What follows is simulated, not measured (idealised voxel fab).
A process module follows: voxel capacitor over wiring.
Cross-sectional view cut (width: 265 nm; square cell size: 5 nm).
How to read a cross-section here: the picture is a grid of square cells, written as bands going from the top down, and any band can span one or more rows of cells. Band entry format. Leading values: height of top, height of bottom, nm. Remainder: materials in left-to-right order, each with its width in nm. Special words: "everywhere" on a single material, which then fills the band edge to edge; "air", empty space. A quick word on heights: they are counted from 0, and under that level the wafer as it came to us is one material throughout. The lowest band is different from the rest in having no bottom; it simply continues downward, written as in "0..down". A width given as "30..40" starts at the first number in the band's top row and ends at the second number in its bottom row, shifting by an equal amount at every step from row to row. What does "no alterations made" mean for a step? It means no cell of the cross-section changed in that step. Heads up: "Enclosed cavity list" only lists the empty pockets with no open path to the top that are 8 cells or more, and it writes them as width x height at distance, distance from the left edge, in nm. Heads up: the bit after the settings on a step's line is the simulator's remark on that step. The line of a step may include "overlay nm". On a step with a mask, this value is how far to the right of its planned place the mask lay. A negative value means the mask lay to the left. Structure of the following material. The material consists of pairs of cross-sections. Each pair comprises the cross-section before one process step and the cross-section after that step, the latter shown only down to the lowest band that changed. The step between the cross-sections is specified beneath each pair, including its settings. Pairs are not necessarily consecutive: they may derive from different runs of this module performed on the same starting wafer. Continuity with the pair above is to be assumed only where the entry headed "Geometry before processing" of the pair in question states it.

**Geometry before processing**
> 60..40 | 90 lowk  15 Ru  160 lowk
> 40..35 | 90 SiCN  15 Ru  160 SiCN
> 35..15 | 80 lowk  25 W  50 lowk  25 W  85 lowk
> 15..10 | 80 lowk  25 TiN  50 lowk  25 TiN  85 lowk
> 10..0 | lowk everywhere
> 0..down | Si everywhere
> Enclosed cavity list: none

**Post-Step Section View**
> 65..60 | TiN everywhere
> Rest of section, below 60: as before.
> Enclosed cavity list: none
Process step separating the two views above: DIRECTIONAL_DEP,material TiN,thk nm 5

Geometry before processing: the cross-section after the pair above

**Post-Step Section View**
> 70..65 | SiN everywhere
> Rest of section, below 65: as before.
> Enclosed cavity list: none
Process step separating the two views above: DIRECTIONAL_DEP,material SiN,thk nm 5

Geometry before processing: the cross-section after the pair above

**Post-Step Section View**
> 80..70 | TiN everywhere
> Rest of section, below 70: as before.
> Enclosed cavity list: none
Process step separating the two views above: DIRECTIONAL_DEP,material TiN,thk nm 10

Geometry before processing: the cross-section after the pair above

**Post-Step Section View**
> 95..80 | aC everywhere
> Rest of section, below 80: as before.
> Enclosed cavity list: none
Process step separating the two views above: DIRECTIONAL_DEP,material aC,thk nm 15

Geometry before processing: the cross-section after the pair above

**Post-Step Section View**
> 125..95 | 90 air  55 resist  120 air
> Rest of section, below 95: as before.
> Enclosed cavity list: none
Process step separating the two views above: PATTERN,tone cover,mask id UPPER_PLATE,material resist,width nm 55,thk nm 30,overlay nm 0

Geometry before processing: the cross-section after the pair above

**Post-Step Section View**
> 110..95 | 90 air  55 resist  120 air
> 95..80 | 90 air  55 aC  120 air
> Rest of section, below 80: as before.
> Enclosed cavity list: none
Process step separating the two views above: DIRECTIONAL_ETCH,etch materials aC,depth nm 15

Geometry before processing: the cross-section after the pair above

**Post-Step Section View**
> 95..80 | 90 air  55 aC  120 air
> Rest of section, below 80: as before.
> Enclosed cavity list: none
Process step separating the two views above: STRIP,etch materials resist

Geometry before processing: the cross-section after the pair above

**Post-Step Section View**
> 95..80 | 90 air  55 aC  120 air
> 80..70 | 90 air  55 TiN  120 air
> Rest of section, below 70: as before.
> Enclosed cavity list: none
Process step separating the two views above: DIRECTIONAL_ETCH,etch materials TiN,depth nm 10

Geometry before processing: the cross-section after the pair above

**Post-Step Section View**
> 95..80 | 90 air  55 aC  120 air
> 80..70 | 90 air  55 TiN  120 air
> 70..65 | 90 air  55 SiN  120 air
> Rest of section, below 65: as before.
> Enclosed cavity list: none
Process step separating the two views above: DIRECTIONAL_ETCH,etch materials SiN,depth nm 5

Geometry before processing: the cross-section after the pair above

**Post-Step Section View**
> 80..70 | 90 air  55 TiN  120 air
> Rest of section, below 70: as before.
> Enclosed cavity list: none
Process step separating the two views above: STRIP,etch materials aC

Geometry before processing: the cross-section after the pair above

**Post-Step Section View**
> 80..70 | 90 air  55 TiN  120 air
> 70..65 | 90 air  55 SiN  120 air
> 65..60 | 85 air  65 TiN  115 air
> Rest of section, below 60: as before.
> Enclosed cavity list: none
Process step separating the two views above: MASKED_ETCH,tone cover,mask id LOWER_PLATE,width nm 65,etch materials TiN,depth nm 5,overlay nm 0

Geometry before processing: the cross-section after the pair above

**Post-Step Section View**
> 95..80 | SiO2 everywhere
> 80..70 | 90 SiO2  55 TiN  120 SiO2
> 70..65 | 90 SiO2  55 SiN  120 SiO2
> 65..60 | 85 SiO2  65 TiN  115 SiO2
> Rest of section, below 60: as before.
> Enclosed cavity list: none
Process step separating the two views above: FILL_DEP,material SiO2,thk nm 15

Geometry before processing: the cross-section after the pair above

**Post-Step Section View**
> 90..80 | SiO2 everywhere
> Rest of section, below 80: as before.
> Enclosed cavity list: none
Process step separating the two views above: CMP,height nm 90

Geometry before processing: the cross-section after the pair above

**Post-Step Section View**
> 105..90 | aC everywhere
> Rest of section, below 90: as before.
> Enclosed cavity list: none
Process step separating the two views above: DIRECTIONAL_DEP,material aC,thk nm 15

Geometry before processing: the cross-section after the pair above

**Post-Step Section View**
> 135..105 | 100 resist  15 air  150 resist
> Rest of section, below 105: as before.
> Enclosed cavity list: none
Process step separating the two views above: PATTERN,tone open,mask id PLUG_2,material resist,width nm 15,thk nm 30,overlay nm 0

Geometry before processing: the cross-section after the pair above

**Post-Step Section View**
> 120..105 | 100 resist  15 air  150 resist
> 105..90 | 100 aC  15 air  150 aC
> Rest of section, below 90: as before.
> Enclosed cavity list: none
Process step separating the two views above: DIRECTIONAL_ETCH,etch materials aC,depth nm 15

Geometry before processing: the cross-section after the pair above

**Post-Step Section View**
> 105..90 | 100 aC  15 air  150 aC
> Rest of section, below 90: as before.
> Enclosed cavity list: none
Process step separating the two views above: STRIP,etch materials resist

Geometry before processing: the cross-section after the pair above

**Post-Step Section View**
> 105..90 | 100 aC  15 air  150 aC
> 90..80 | 100 SiO2  15 air  150 SiO2
> Rest of section, below 80: as before.
> Enclosed cavity list: none
Process step separating the two views above: DIRECTIONAL_ETCH,etch materials SiO2,depth nm 10

Geometry before processing: the cross-section after the pair above

**Post-Step Section View**
> 90..80 | 100 SiO2  15 air  150 SiO2
> Rest of section, below 80: as before.
> Enclosed cavity list: none
Process step separating the two views above: STRIP,etch materials aC

Geometry before processing: the cross-section after the pair above

**Post-Step Section View**
> 95..90 | 105 TiN  5 air  155 TiN
> 90..85 | 100 SiO2  5 TiN  5 air  5 TiN  150 SiO2
> 85..80 | 100 SiO2  15 TiN  150 SiO2
> Rest of section, below 80: as before.
> Enclosed cavity list: none
Process step separating the two views above: CONFORMAL_DEP,material TiN,thk nm 5

Geometry before processing: the cross-section after the pair above

**Post-Step Section View**
> 105..95 | W everywhere
> 95..90 | 105 TiN  5 W  155 TiN
> 90..85 | 100 SiO2  5 TiN  5 W  5 TiN  150 SiO2
> Rest of section, below 85: as before.
> Enclosed cavity list: none
Process step separating the two views above: FILL_DEP,material W,thk nm 10

Geometry before processing: the cross-section after the pair above

**Post-Step Section View**
> 90..85 | 100 SiO2  5 TiN  5 W  5 TiN  150 SiO2
> Rest of section, below 85: as before.
> Enclosed cavity list: none
Process step separating the two views above: CMP,height nm 90

Geometry before processing: the cross-section after the pair above

**Post-Step Section View**
> 95..90 | SiCN everywhere
> Rest of section, below 90: as before.
> Enclosed cavity list: none
Process step separating the two views above: CONFORMAL_DEP,material SiCN,thk nm 5

**Geometry before processing**
> 75..60 | aC everywhere
> 60..40 | lowk everywhere
> 40..35 | SiCN everywhere
> 35..15 | 80 lowk  25 W  50 lowk  25 W  85 lowk
> 15..10 | 80 lowk  25 TiN  50 lowk  25 TiN  85 lowk
> 10..0 | SiO2 everywhere
> 0..down | Si everywhere
> Enclosed cavity list: none

**Post-Step Section View**
> 105..75 | 90 air  15 resist  160 air
> Rest of section, below 75: as before.
> Enclosed cavity list: none
Process step separating the two views above: PATTERN,tone cover,mask id PLUG_1,material resist,width nm 15,thk nm 30,overlay nm 0

Geometry before processing: the cross-section after the pair above

**Post-Step Section View**
> 90..75 | 90 air  15 resist  160 air
> 75..60 | 90 air  15 aC  160 air
> Rest of section, below 60: as before.
> Enclosed cavity list: none
Process step separating the two views above: DIRECTIONAL_ETCH,etch materials aC,depth nm 15

Geometry before processing: the cross-section after the pair above

**Post-Step Section View**
> 75..60 | 90 air  15 aC  160 air
> Rest of section, below 60: as before.
> Enclosed cavity list: none
Process step separating the two views above: STRIP,etch materials resist

Geometry before processing: the cross-section after the pair above

**Post-Step Section View**
> 75..60 | 90 air  15 aC  160 air
> 60..40 | 90 air  15 lowk  160 air
> Rest of section, below 40: as before.
> Enclosed cavity list: none
Process step separating the two views above: DIRECTIONAL_ETCH,etch materials lowk,depth nm 20

Geometry before processing: the cross-section after the pair above

**Post-Step Section View**
> 75..60 | 90 air  15 aC  160 air
> 60..40 | 90 air  15 lowk  160 air
> 40..35 | 90 air  15 SiCN  160 air
> Rest of section, below 35: as before.
> Enclosed cavity list: none
Process step separating the two views above: DIRECTIONAL_ETCH,etch materials SiCN,depth nm 5

Geometry before processing: the cross-section after the pair above

**Post-Step Section View**
> 60..40 | 90 air  15 lowk  160 air
> Rest of section, below 40: as before.
> Enclosed cavity list: none
Process step separating the two views above: STRIP,etch materials aC

Geometry before processing: the cross-section after the pair above

**Post-Step Section View**
> 60..45 | 90 air  15 lowk  160 air
> 45..40 | 70 air  20 Ru  15 lowk  40 air  45 Ru  75 air
> 40..35 | 70 air  20 Ru  15 SiCN  40 air  45 Ru  75 air
> Rest of section, below 35: as before.
> Enclosed cavity list: none
Process step separating the two views above: EPI,material Ru,thk nm 10

Geometry before processing: the cross-section after the pair above

**Post-Step Section View**
> 60..55 | 90 air  15 lowk  160 air
> 55..40 | 60 air  30 Ru  15 lowk  30 air  65 Ru  65 air
> 40..35 | 60 air  30 Ru  15 SiCN  30 air  65 Ru  65 air
> Rest of section, below 35: as before.
> Enclosed cavity list: none
Process step separating the two views above: EPI,material Ru,thk nm 10

Geometry before processing: the cross-section after the pair above

**Post-Step Section View**
> 60..40 | 55 air  35 Ru  15 lowk  25 air  75 Ru  60 air
> 40..35 | 55 air  35 Ru  15 SiCN  25 air  75 Ru  60 air
> Rest of section, below 35: as before.
> Enclosed cavity list: none
Process step separating the two views above: EPI,material Ru,thk nm 5

Geometry before processing: the cross-section after the pair above

**Post-Step Section View**
> 65..60 | 55 air  50 TiN  25 air  75 TiN  60 air
> 60..40 | 55 air  35 Ru  15 lowk  25 air  75 Ru  60 air
> 40..35 | 55 TiN  35 Ru  15 SiCN  25 TiN  75 Ru  60 TiN
> Rest of section, below 35: as before.
> Enclosed cavity list: none
Process step separating the two views above: DIRECTIONAL_DEP,material TiN,thk nm 5

Geometry before processing: the cross-section after the pair above

**Post-Step Section View**
> 70..65 | 55 air  50 SiN  25 air  75 SiN  60 air
> 65..60 | 55 air  50 TiN  25 air  75 TiN  60 air
> 60..45 | 55 air  35 Ru  15 lowk  25 air  75 Ru  60 air
> 45..40 | 55 SiN  35 Ru  15 lowk  25 SiN  75 Ru  60 SiN
> Rest of section, below 40: as before.
> Enclosed cavity list: none
Process step separating the two views above: DIRECTIONAL_DEP,material SiN,thk nm 5

Geometry before processing: the cross-section after the pair above

**Post-Step Section View**
> 80..70 | 55 air  50 TiN  25 air  75 TiN  60 air
> 70..65 | 55 air  50 SiN  25 air  75 SiN  60 air
> 65..60 | 55 air  50 TiN  25 air  75 TiN  60 air
> 60..55 | 55 air  35 Ru  15 lowk  25 air  75 Ru  60 air
> 55..45 | 55 TiN  35 Ru  15 lowk  25 TiN  75 Ru  60 TiN
> Rest of section, below 45: as before.
> Enclosed cavity list: none
Process step separating the two views above: DIRECTIONAL_DEP,material TiN,thk nm 10

Geometry before processing: the cross-section after the pair above

**Post-Step Section View**
> 95..80 | 55 air  50 aC  25 air  75 aC  60 air
> 80..70 | 55 air  50 TiN  25 air  75 TiN  60 air
> 70..65 | 55 aC  50 SiN  25 aC  75 SiN  60 aC
> 65..60 | 55 aC  50 TiN  25 aC  75 TiN  60 aC
> 60..55 | 55 aC  35 Ru  15 lowk  25 aC  75 Ru  60 aC
> Rest of section, below 55: as before.
> Enclosed cavity list: none
Process step separating the two views above: DIRECTIONAL_DEP,material aC,thk nm 15

Geometry before processing: the cross-section after the pair above

**Post-Step Section View**
> 125..95 | 90 air  55 resist  120 air
> 95..80 | 55 air  50 aC  25 resist  75 aC  60 air
> 80..70 | 55 air  50 TiN  25 resist  75 TiN  60 air
> Rest of section, below 70: as before.
> Enclosed cavity list: none
Process step separating the two views above: PATTERN,tone cover,mask id UPPER_PLATE,material resist,width nm 55,thk nm 30,overlay nm 0

Geometry before processing: the cross-section after the pair above

**Post-Step Section View**
> 110..95 | 90 air  55 resist  120 air
> 95..80 | 90 air  15 aC  25 resist  15 aC  120 air
> 80..70 | 55 air  50 TiN  25 resist  75 TiN  60 air
> 70..65 | 55 air  50 SiN  25 aC  75 SiN  60 air
> 65..60 | 55 air  50 TiN  25 aC  75 TiN  60 air
> 60..55 | 55 air  35 Ru  15 lowk  25 aC  75 Ru  60 air
> Rest of section, below 55: as before.
> Enclosed cavity list: none
Process step separating the two views above: DIRECTIONAL_ETCH,etch materials aC,depth nm 15

Geometry before processing: the cross-section after the pair above

**Post-Step Section View**
> 95..80 | 90 air  15 aC  25 air  15 aC  120 air
> 80..70 | 55 air  50 TiN  25 air  75 TiN  60 air
> Rest of section, below 70: as before.
> Enclosed cavity list: none
Process step separating the two views above: STRIP,etch materials resist

Geometry before processing: the cross-section after the pair above

**Post-Step Section View**
> 95..80 | 90 air  15 aC  25 air  15 aC  120 air
> 80..70 | 90 air  15 TiN  25 air  15 TiN  120 air
> 70..65 | 55 air  50 SiN  25 aC  75 SiN  60 air
> 65..60 | 55 air  50 TiN  25 aC  75 TiN  60 air
> 60..55 | 55 air  35 Ru  15 lowk  25 aC  75 Ru  60 air
> 55..45 | 55 air  35 Ru  15 lowk  25 TiN  75 Ru  60 air
> Rest of section, below 45: as before.
> Enclosed cavity list: none
Process step separating the two views above: DIRECTIONAL_ETCH,etch materials TiN,depth nm 10

Geometry before processing: the cross-section after the pair above

**Post-Step Section View**
> 95..80 | 90 air  15 aC  25 air  15 aC  120 air
> 80..70 | 90 air  15 TiN  25 air  15 TiN  120 air
> 70..65 | 90 air  15 SiN  25 aC  15 SiN  120 air
> 65..60 | 55 air  50 TiN  25 aC  75 TiN  60 air
> 60..55 | 55 air  35 Ru  15 lowk  25 aC  75 Ru  60 air
> 55..45 | 55 air  35 Ru  15 lowk  25 TiN  75 Ru  60 air
> 45..40 | 55 air  35 Ru  15 lowk  25 SiN  75 Ru  60 air
> Rest of section, below 40: as before.
> Enclosed cavity list: none
Process step separating the two views above: DIRECTIONAL_ETCH,etch materials SiN,depth nm 5

Geometry before processing: the cross-section after the pair above

**Post-Step Section View**
> 80..70 | 90 air  15 TiN  25 air  15 TiN  120 air
> 70..65 | 90 air  15 SiN  25 air  15 SiN  120 air
> 65..60 | 55 air  50 TiN  25 air  75 TiN  60 air
> 60..55 | 55 air  35 Ru  15 lowk  25 air  75 Ru  60 air
> Rest of section, below 55: as before.
> Enclosed cavity list: none
Process step separating the two views above: STRIP,etch materials aC

Geometry before processing: the cross-section after the pair above

**Post-Step Section View**
> 80..70 | 90 air  15 TiN  25 air  15 TiN  120 air
> 70..65 | 90 air  15 SiN  25 air  15 SiN  120 air
> 65..60 | 85 air  20 TiN  25 air  20 TiN  115 air
> 60..55 | 55 air  35 Ru  15 lowk  25 air  75 Ru  60 air
> 55..45 | 55 air  35 Ru  15 lowk  25 TiN  75 Ru  60 air
> 45..40 | 55 air  35 Ru  15 lowk  25 SiN  75 Ru  60 air
> 40..35 | 55 air  35 Ru  15 SiCN  25 TiN  75 Ru  60 air
> Rest of section, below 35: as before.
> Enclosed cavity list: none
Process step separating the two views above: MASKED_ETCH,tone cover,mask id LOWER_PLATE,width nm 65,etch materials TiN,depth nm 5,overlay nm 0

Geometry before processing: the cross-section after the pair above

**Post-Step Section View**
> 95..80 | SiO2 everywhere
> 80..70 | 90 SiO2  15 TiN  25 SiO2  15 TiN  120 SiO2
> 70..65 | 90 SiO2  15 SiN  25 SiO2  15 SiN  120 SiO2
> 65..60 | 85 SiO2  20 TiN  25 SiO2  20 TiN  115 SiO2
> 60..55 | 55 SiO2  35 Ru  15 lowk  25 SiO2  75 Ru  60 SiO2
> 55..45 | 55 SiO2  35 Ru  15 lowk  25 TiN  75 Ru  60 SiO2
> 45..40 | 55 SiO2  35 Ru  15 lowk  25 SiN  75 Ru  60 SiO2
> 40..35 | 55 SiO2  35 Ru  15 SiCN  25 TiN  75 Ru  60 SiO2
> Rest of section, below 35: as before.
> Enclosed cavity list: none
Process step separating the two views above: FILL_DEP,material SiO2,thk nm 15

Geometry before processing: the cross-section after the pair above

**Post-Step Section View**
> 90..80 | SiO2 everywhere
> Rest of section, below 80: as before.
> Enclosed cavity list: none
Process step separating the two views above: CMP,height nm 90

Geometry before processing: the cross-section after the pair above

**Post-Step Section View**
> 105..90 | aC everywhere
> Rest of section, below 90: as before.
> Enclosed cavity list: none
Process step separating the two views above: DIRECTIONAL_DEP,material aC,thk nm 15

Geometry before processing: the cross-section after the pair above

**Post-Step Section View**
> 135..105 | 100 resist  15 air  150 resist
> Rest of section, below 105: as before.
> Enclosed cavity list: none
Process step separating the two views above: PATTERN,tone open,mask id PLUG_2,material resist,width nm 15,thk nm 30,overlay nm 0

Geometry before processing: the cross-section after the pair above

**Post-Step Section View**
> 120..105 | 100 resist  15 air  150 resist
> 105..90 | 100 aC  15 air  150 aC
> Rest of section, below 90: as before.
> Enclosed cavity list: none
Process step separating the two views above: DIRECTIONAL_ETCH,etch materials aC,depth nm 15

Geometry before processing: the cross-section after the pair above

**Post-Step Section View**
> 105..90 | 100 aC  15 air  150 aC
> Rest of section, below 90: as before.
> Enclosed cavity list: none
Process step separating the two views above: STRIP,etch materials resist

Geometry before processing: the cross-section after the pair above

**Post-Step Section View**
> 105..90 | 100 aC  15 air  150 aC
> 90..80 | 100 SiO2  15 air  150 SiO2
> Rest of section, below 80: as before.
> Enclosed cavity list: none
Process step separating the two views above: DIRECTIONAL_ETCH,etch materials SiO2,depth nm 10

Geometry before processing: the cross-section after the pair above

**Post-Step Section View**
> 90..80 | 100 SiO2  15 air  150 SiO2
> Rest of section, below 80: as before.
> Enclosed cavity list: none
Process step separating the two views above: STRIP,etch materials aC

Geometry before processing: the cross-section after the pair above

**Post-Step Section View**
> 95..90 | 105 TiN  5 air  155 TiN
> 90..85 | 100 SiO2  5 TiN  5 air  5 TiN  150 SiO2
> 85..80 | 100 SiO2  15 TiN  150 SiO2
> Rest of section, below 80: as before.
> Enclosed cavity list: none
Process step separating the two views above: CONFORMAL_DEP,material TiN,thk nm 5

Geometry before processing: the cross-section after the pair above

**Post-Step Section View**
> 105..95 | W everywhere
> 95..90 | 105 TiN  5 W  155 TiN
> 90..85 | 100 SiO2  5 TiN  5 W  5 TiN  150 SiO2
> Rest of section, below 85: as before.
> Enclosed cavity list: none
Process step separating the two views above: FILL_DEP,material W,thk nm 10

Geometry before processing: the cross-section after the pair above

**Post-Step Section View**
> 90..85 | 100 SiO2  5 TiN  5 W  5 TiN  150 SiO2
> Rest of section, below 85: as before.
> Enclosed cavity list: none
Process step separating the two views above: CMP,height nm 90

Geometry before processing: the cross-section after the pair above

**Post-Step Section View**
> 95..90 | SiCN everywhere
> Rest of section, below 90: as before.
> Enclosed cavity list: none
Process step separating the two views above: CONFORMAL_DEP,material SiCN,thk nm 5
